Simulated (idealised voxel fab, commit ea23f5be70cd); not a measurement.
The process module presented herein is designated voxel self aligned vias.
In the cross-section labelled cut, the width is 210 nm and each square cell is 5 nm.
Reading order for cross-sections: top band down to bottom band. Underlying form: a grid of square cells. Band size: one or more rows of cells. It is stipulated that each band's entry specify, in nanometres, the height of the top of the band and then that of its bottom, followed by the materials of the band in left-to-right sequence, each together with its width in nanometres. A single material marked by the word "edge to edge" is understood to fill the band from edge to edge; the word "empty" is understood to denote empty space. Zero point of the height axis is 0; under it, received wafer = one material. Lowest band: continues down indefinitely, "z 0 and below". The two numbers in a width such as "30->40" mark its ends across the band: the first belongs to the top row of cells, the second to the bottom row, and from each row to the next the width moves by the same amount. When a step is marked "stayed the same", none of the cells in the cross-section changed during that step. Closed empty spaces (no open way to the top) of 8 cells or more are what "closed voids" lists, each as width x height at distance from the left edge, nm for all three. Text after the settings on a step's line: the simulator's own remark on that step. Steps that use a mask can have "overlay nm" on their line. It says how far the mask sat to the right of where it was meant to be. Negative means to the left.
PROCESS STEPS FORESEEN IN THE PLAN
1 RECEIVE,material Si
2 CONFORMAL_DEP,material SiO2,thk nm 10
3 CONFORMAL_DEP,material SiCN,thk nm 5
4 DIRECTIONAL_DEP,material SiO2,thk nm 30
5 PATTERN,tone open,mask id LINES,material resist,width nm 20,pitch nm 65,thk nm 15,overlay nm 0
6 DIRECTIONAL_ETCH,etch materials SiO2,depth nm 30
7 STRIP,etch materials resist
8 CONFORMAL_DEP,material TiN,thk nm 5
9 FILL_DEP,material W,thk nm 5
10 CMP,height nm 45
11 SELECTIVE_ETCH,etch materials W Ru TiN,depth nm 5
12 FILL_DEP,material SiN,thk nm 5
13 CMP,height nm 45
14 DIRECTIONAL_DEP,material SiO2,thk nm 20
15 DIRECTIONAL_DEP,material aC,thk nm 10
16 PATTERN,tone open,mask id VIAS,material resist,width nm 40,pitch nm 130,thk nm 30,overlay nm 0
17 DIRECTIONAL_ETCH,etch materials aC,depth nm 10
18 STRIP,etch materials resist
19 DIRECTIONAL_ETCH,etch materials SiO2,depth nm 20
20 DIRECTIONAL_ETCH,etch materials SiN,depth nm 5
21 STRIP,etch materials aC
22 CONFORMAL_DEP,material TiN,thk nm 5
23 FILL_DEP,material Cu,thk nm 5
24 CMP,height nm 65
25 CONFORMAL_DEP,material SiCN,thk nm 5
FIRST WAFER OF TWO (RUN AS PLANNED)
AS-RECEIVED STATE OF THE WAFER IN CROSS-SECTION, EQUIVALENT TO POST-STEP 1
- z 0 and below  Si edge to edge
- closed voids: none
AFTER STEP 2
- z 10 to 0  SiO2 edge to edge
- Nothing below the height 0 has changed.
AFTER STEP 3
- z 15 to 10  SiCN edge to edge
- Nothing below the height 10 has changed.
AFTER STEP 4
- z 45 to 15  SiO2 edge to edge
- Nothing below the height 15 has changed.
AFTER STEP 5
- z 60 to 45  resist 30 nm; empty 20 nm; resist 45 nm; empty 20 nm; resist 45 nm; empty 20 nm; resist 30 nm
- Nothing below the height 45 has changed.
AFTER STEP 6
- z 60 to 45  resist 30 nm; empty 20 nm; resist 45 nm; empty 20 nm; resist 45 nm; empty 20 nm; resist 30 nm
- z 45 to 15  SiO2 30 nm; empty 20 nm; SiO2 45 nm; empty 20 nm; SiO2 45 nm; empty 20 nm; SiO2 30 nm
- Nothing below the height 15 has changed.
AFTER STEP 7
- z 45 to 15  SiO2 30 nm; empty 20 nm; SiO2 45 nm; empty 20 nm; SiO2 45 nm; empty 20 nm; SiO2 30 nm
- Nothing below the height 15 has changed.
AFTER STEP 8
- z 50 to 45  TiN 35 nm; empty 10 nm; TiN 55 nm; empty 10 nm; TiN 55 nm; empty 10 nm; TiN 35 nm
- z 45 to 20  SiO2 30 nm; TiN 5 nm; empty 10 nm; TiN 5 nm; SiO2 45 nm; TiN 5 nm; empty 10 nm; TiN 5 nm; SiO2 45 nm; TiN 5 nm; empty 10 nm; TiN 5 nm; SiO2 30 nm
- z 20 to 15  SiO2 30 nm; TiN 20 nm; SiO2 45 nm; TiN 20 nm; SiO2 45 nm; TiN 20 nm; SiO2 30 nm
- Nothing below the height 15 has changed.
AFTER STEP 9
- z 55 to 50  W edge to edge
- z 50 to 45  TiN 35 nm; W 10 nm; TiN 55 nm; W 10 nm; TiN 55 nm; W 10 nm; TiN 35 nm
- z 45 to 20  SiO2 30 nm; TiN 5 nm; W 10 nm; TiN 5 nm; SiO2 45 nm; TiN 5 nm; W 10 nm; TiN 5 nm; SiO2 45 nm; TiN 5 nm; W 10 nm; TiN 5 nm; SiO2 30 nm
- Nothing below the height 20 has changed.
AFTER STEP 10
- z 45 to 20  SiO2 30 nm; TiN 5 nm; W 10 nm; TiN 5 nm; SiO2 45 nm; TiN 5 nm; W 10 nm; TiN 5 nm; SiO2 45 nm; TiN 5 nm; W 10 nm; TiN 5 nm; SiO2 30 nm
- Nothing below the height 20 has changed.
AFTER STEP 11
- z 45 to 40  SiO2 30 nm; empty 20 nm; SiO2 45 nm; empty 20 nm; SiO2 45 nm; empty 20 nm; SiO2 30 nm
- Nothing below the height 40 has changed.
AFTER STEP 12
- z 50 to 45  SiN edge to edge
- z 45 to 40  SiO2 30 nm; SiN 20 nm; SiO2 45 nm; SiN 20 nm; SiO2 45 nm; SiN 20 nm; SiO2 30 nm
- Nothing below the height 40 has changed.
AFTER STEP 13
- z 45 to 40  SiO2 30 nm; SiN 20 nm; SiO2 45 nm; SiN 20 nm; SiO2 45 nm; SiN 20 nm; SiO2 30 nm
- Nothing below the height 40 has changed.
AFTER STEP 14
- z 65 to 45  SiO2 edge to edge
- Nothing below the height 45 has changed.
AFTER STEP 15
- z 75 to 65  aC edge to edge
- Nothing below the height 65 has changed.
AFTER STEP 16
- z 105 to 75  resist 20 nm; empty 40 nm; resist 90 nm; empty 40 nm; resist 20 nm
- Nothing below the height 75 has changed.
AFTER STEP 17
- z 95 to 75  resist 20 nm; empty 40 nm; resist 90 nm; empty 40 nm; resist 20 nm
- z 75 to 65  aC 20 nm; empty 40 nm; aC 90 nm; empty 40 nm; aC 20 nm
- Nothing below the height 65 has changed.
AFTER STEP 18
- z 75 to 65  aC 20 nm; empty 40 nm; aC 90 nm; empty 40 nm; aC 20 nm
- Nothing below the height 65 has changed.
AFTER STEP 19
- z 75 to 65  aC 20 nm; empty 40 nm; aC 90 nm; empty 40 nm; aC 20 nm
- z 65 to 45  SiO2 20 nm; empty 40 nm; SiO2 90 nm; empty 40 nm; SiO2 20 nm
- Nothing below the height 45 has changed.
AFTER STEP 20
- z 75 to 65  aC 20 nm; empty 40 nm; aC 90 nm; empty 40 nm; aC 20 nm
- z 65 to 45  SiO2 20 nm; empty 40 nm; SiO2 90 nm; empty 40 nm; SiO2 20 nm
- z 45 to 40  SiO2 30 nm; empty 20 nm; SiO2 45 nm; SiN 20 nm; SiO2 45 nm; empty 20 nm; SiO2 30 nm
- Nothing below the height 40 has changed.
AFTER STEP 21
- z 65 to 45  SiO2 20 nm; empty 40 nm; SiO2 90 nm; empty 40 nm; SiO2 20 nm
- Nothing below the height 45 has changed.
AFTER STEP 22
- z 70 to 65  TiN 25 nm; empty 30 nm; TiN 100 nm; empty 30 nm; TiN 25 nm
- z 65 to 50  SiO2 20 nm; TiN 5 nm; empty 30 nm; TiN 5 nm; SiO2 90 nm; TiN 5 nm; empty 30 nm; TiN 5 nm; SiO2 20 nm
- z 50 to 45  SiO2 20 nm; TiN 15 nm; empty 10 nm; TiN 15 nm; SiO2 90 nm; TiN 15 nm; empty 10 nm; TiN 15 nm; SiO2 20 nm
- z 45 to 40  SiO2 30 nm; TiN 20 nm; SiO2 45 nm; SiN 20 nm; SiO2 45 nm; TiN 20 nm; SiO2 30 nm
- Nothing below the height 40 has changed.
AFTER STEP 23
- z 75 to 70  Cu edge to edge
- z 70 to 65  TiN 25 nm; Cu 30 nm; TiN 100 nm; Cu 30 nm; TiN 25 nm
- z 65 to 50  SiO2 20 nm; TiN 5 nm; Cu 30 nm; TiN 5 nm; SiO2 90 nm; TiN 5 nm; Cu 30 nm; TiN 5 nm; SiO2 20 nm
- z 50 to 45  SiO2 20 nm; TiN 15 nm; Cu 10 nm; TiN 15 nm; SiO2 90 nm; TiN 15 nm; Cu 10 nm; TiN 15 nm; SiO2 20 nm
- Nothing below the height 45 has changed.
AFTER STEP 24
- z 65 to 50  SiO2 20 nm; TiN 5 nm; Cu 30 nm; TiN 5 nm; SiO2 90 nm; TiN 5 nm; Cu 30 nm; TiN 5 nm; SiO2 20 nm
- Nothing below the height 50 has changed.
AFTER STEP 25
- z 70 to 65  SiCN edge to edge
- Nothing below the height 65 has changed.
THE SECOND WAFER: IDENTICAL TO THE FIRST AT THE OUTSET AND IN ITS PLANNED SEQUENCE, DIFFERING ONLY IN THAT ONE MISTAKE WAS MADE DURING PROCESSING; UP TO AND INCLUDING STEP 1, ITS PATH IS THE FIRST WAFER'S PATH
Second wafer, sectioned view, at step 2's planned end time: stayed the same
SECOND WAFER, SECTIONED VIEW, AT STEP 3'S PLANNED END TIME
- z 5 to 0  SiCN edge to edge
- Nothing below the height 0 has changed.
SECOND WAFER, SECTIONED VIEW, AT STEP 4'S PLANNED END TIME
- z 35 to 5  SiO2 edge to edge
- Nothing below the height 5 has changed.
SECOND WAFER, SECTIONED VIEW, AT STEP 5'S PLANNED END TIME
- z 50 to 35  resist 30 nm; empty 20 nm; resist 45 nm; empty 20 nm; resist 45 nm; empty 20 nm; resist 30 nm
- Nothing below the height 35 has changed.
SECOND WAFER, SECTIONED VIEW, AT STEP 6'S PLANNED END TIME
- z 50 to 35  resist 30 nm; empty 20 nm; resist 45 nm; empty 20 nm; resist 45 nm; empty 20 nm; resist 30 nm
- z 35 to 5  SiO2 30 nm; empty 20 nm; SiO2 45 nm; empty 20 nm; SiO2 45 nm; empty 20 nm; SiO2 30 nm
- Nothing below the height 5 has changed.
SECOND WAFER, SECTIONED VIEW, AT STEP 7'S PLANNED END TIME
- z 35 to 5  SiO2 30 nm; empty 20 nm; SiO2 45 nm; empty 20 nm; SiO2 45 nm; empty 20 nm; SiO2 30 nm
- Nothing below the height 5 has changed.
SECOND WAFER, SECTIONED VIEW, AT STEP 8'S PLANNED END TIME
- z 40 to 35  TiN 35 nm; empty 10 nm; TiN 55 nm; empty 10 nm; TiN 55 nm; empty 10 nm; TiN 35 nm
- z 35 to 10  SiO2 30 nm; TiN 5 nm; empty 10 nm; TiN 5 nm; SiO2 45 nm; TiN 5 nm; empty 10 nm; TiN 5 nm; SiO2 45 nm; TiN 5 nm; empty 10 nm; TiN 5 nm; SiO2 30 nm
- z 10 to 5  SiO2 30 nm; TiN 20 nm; SiO2 45 nm; TiN 20 nm; SiO2 45 nm; TiN 20 nm; SiO2 30 nm
- Nothing below the height 5 has changed.
SECOND WAFER, SECTIONED VIEW, AT STEP 9'S PLANNED END TIME
- z 45 to 40  W edge to edge
- z 40 to 35  TiN 35 nm; W 10 nm; TiN 55 nm; W 10 nm; TiN 55 nm; W 10 nm; TiN 35 nm
- z 35 to 10  SiO2 30 nm; TiN 5 nm; W 10 nm; TiN 5 nm; SiO2 45 nm; TiN 5 nm; W 10 nm; TiN 5 nm; SiO2 45 nm; TiN 5 nm; W 10 nm; TiN 5 nm; SiO2 30 nm
- Nothing below the height 10 has changed.
Second wafer, sectioned view, at step 10's planned end time: stayed the same
SECOND WAFER, SECTIONED VIEW, AT STEP 11'S PLANNED END TIME
- z 40 to 35  TiN 35 nm; W 10 nm; TiN 55 nm; W 10 nm; TiN 55 nm; W 10 nm; TiN 35 nm
- Nothing below the height 35 has changed.
SECOND WAFER, SECTIONED VIEW, AT STEP 12'S PLANNED END TIME
- z 45 to 40  SiN edge to edge
- Nothing below the height 40 has changed.
Second wafer, sectioned view, at step 13's planned end time: stayed the same
SECOND WAFER, SECTIONED VIEW, AT STEP 14'S PLANNED END TIME
- z 65 to 45  SiO2 edge to edge
- Nothing below the height 45 has changed.
SECOND WAFER, SECTIONED VIEW, AT STEP 15'S PLANNED END TIME
- z 75 to 65  aC edge to edge
- Nothing below the height 65 has changed.
SECOND WAFER, SECTIONED VIEW, AT STEP 16'S PLANNED END TIME
- z 105 to 75  resist 20 nm; empty 40 nm; resist 90 nm; empty 40 nm; resist 20 nm
- Nothing below the height 75 has changed.
SECOND WAFER, SECTIONED VIEW, AT STEP 17'S PLANNED END TIME
- z 95 to 75  resist 20 nm; empty 40 nm; resist 90 nm; empty 40 nm; resist 20 nm
- z 75 to 65  aC 20 nm; empty 40 nm; aC 90 nm; empty 40 nm; aC 20 nm
- Nothing below the height 65 has changed.
SECOND WAFER, SECTIONED VIEW, AT STEP 18'S PLANNED END TIME
- z 75 to 65  aC 20 nm; empty 40 nm; aC 90 nm; empty 40 nm; aC 20 nm
- Nothing below the height 65 has changed.
SECOND WAFER, SECTIONED VIEW, AT STEP 19'S PLANNED END TIME
- z 75 to 65  aC 20 nm; empty 40 nm; aC 90 nm; empty 40 nm; aC 20 nm
- z 65 to 45  SiO2 20 nm; empty 40 nm; SiO2 90 nm; empty 40 nm; SiO2 20 nm
- Nothing below the height 45 has changed.
SECOND WAFER, SECTIONED VIEW, AT STEP 20'S PLANNED END TIME
- z 75 to 65  aC 20 nm; empty 40 nm; aC 90 nm; empty 40 nm; aC 20 nm
- z 65 to 45  SiO2 20 nm; empty 40 nm; SiO2 90 nm; empty 40 nm; SiO2 20 nm
- z 45 to 40  SiN 20 nm; empty 40 nm; SiN 90 nm; empty 40 nm; SiN 20 nm
- Nothing below the height 40 has changed.
SECOND WAFER, SECTIONED VIEW, AT STEP 21'S PLANNED END TIME
- z 65 to 45  SiO2 20 nm; empty 40 nm; SiO2 90 nm; empty 40 nm; SiO2 20 nm
- Nothing below the height 45 has changed.
SECOND WAFER, SECTIONED VIEW, AT STEP 22'S PLANNED END TIME
- z 70 to 65  TiN 25 nm; empty 30 nm; TiN 100 nm; empty 30 nm; TiN 25 nm
- z 65 to 45  SiO2 20 nm; TiN 5 nm; empty 30 nm; TiN 5 nm; SiO2 90 nm; TiN 5 nm; empty 30 nm; TiN 5 nm; SiO2 20 nm
- z 45 to 40  SiN 20 nm; TiN 40 nm; SiN 90 nm; TiN 40 nm; SiN 20 nm
- Nothing below the height 40 has changed.
SECOND WAFER, SECTIONED VIEW, AT STEP 23'S PLANNED END TIME
- z 75 to 70  Cu edge to edge
- z 70 to 65  TiN 25 nm; Cu 30 nm; TiN 100 nm; Cu 30 nm; TiN 25 nm
- z 65 to 45  SiO2 20 nm; TiN 5 nm; Cu 30 nm; TiN 5 nm; SiO2 90 nm; TiN 5 nm; Cu 30 nm; TiN 5 nm; SiO2 20 nm
- Nothing below the height 45 has changed.
SECOND WAFER, SECTIONED VIEW, AT STEP 24'S PLANNED END TIME
- z 65 to 45  SiO2 20 nm; TiN 5 nm; Cu 30 nm; TiN 5 nm; SiO2 90 nm; TiN 5 nm; Cu 30 nm; TiN 5 nm; SiO2 20 nm
- Nothing below the height 45 has changed.
SECOND WAFER, SECTIONED VIEW, AT STEP 25'S PLANNED END TIME
- z 70 to 65  SiCN edge to edge
- Nothing below the height 65 has changed.
Diagnosis: plan step 2 never ran because it was skipped
Looking at both finished wafers in cells, the second ends up ahead of or behind the first on some materials: 8 more of Cu, 22 more of SiN, 84 fewer of SiO2, 42 more of TiN, 12 more of W
